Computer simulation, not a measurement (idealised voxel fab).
The process module that follows is named voxel lift off.
In the cross-section labelled cut, the width is 285 nm and each square cell is 5 nm.
We lay out every cross-section as a grid of square cells and spell it out in bands from the top down, where one band means one or more rows of cells. Each band's line starts with the height of the band's top and of its bottom, in nm. Then come its materials from left to right, each with its width in nm. One material with "all across" fills the band from edge to edge. "empty" is empty space. Height datum 0, below which the as-received substrate wafer is one material. Lowest band open at the bottom, running downward: "z 0 and below". Quick explanation for "30..40": the width changes in equal steps down the rows of cells, from the first number in the band's top row to the second number in its bottom row. When a step is marked "nothing was modified", none of the cells in the cross-section changed during that step. Entry "Closed void catalog". Content: empty spaces with no open connection to the top, size 8 cells or greater. Each: width x height at distance. Distance: from left edge. Unit: nm. Heads up: the bit after the settings on a step's line is the simulator's remark on that step. The line of a step may include "overlay nm". On a step with a mask, this value is how far to the right of its planned place the mask lay. A negative value means the mask lay to the left.
Steps planned for the process:
1: RECEIVE [material Si]
2: CONFORMAL_DEP [material SiO2] [thk nm 15]
3: PATTERN [tone open] [mask id LINES] [material resist] [width nm 15] [pitch nm 40] [thk nm 15] [overlay nm 0]
4: DIRECTIONAL_DEP [material Ru] [thk nm 5]
5: STRIP [etch materials resist]
6: CONFORMAL_DEP [material SiCN] [thk nm 10]
So this is the incoming wafer in cross-section - it's already been through step 1:
  z 0 and below = Si all across
  Closed void catalog: none
Sectioned view, first of two wafers, at the close of the module, processed as intended in the plan:
  z 30 to 25 = empty: 65, SiCN: 35, empty: 5, SiCN: 35, empty: 5, SiCN: 35, empty: 5, SiCN: 35, empty: 65
  z 25 to 20 = SiCN all across
  z 20 to 15 = SiCN: 75, Ru: 15, SiCN: 25, Ru: 15, SiCN: 25, Ru: 15, SiCN: 25, Ru: 15, SiCN: 75
  z 15 to 0 = SiO2 all across
  z 0 and below = Si all across
  Closed void catalog: none
Cross-sectional image of the second wafer of the two following completion of the module. Starting state and process plan were the same as for the first wafer; one execution error occurred:
  z 35 to 30 = empty: 60, SiCN: 165, empty: 60
  z 30 to 20 = SiCN all across
  z 20 to 15 = SiCN: 75, Ru: 15, SiCN: 25, Ru: 15, SiCN: 25, Ru: 15, SiCN: 25, Ru: 15, SiCN: 75
  z 15 to 0 = SiO2 all across
  z 0 and below = Si all across
  Closed void catalog: none
Against the plan, the run slipped here: contrary to plan, step 6 was performed as CONFORMAL_DEP [material SiCN] [thk nm 15]
Final difference in cells, second wafer against first, listed per material as more or fewer: +62 SiCN
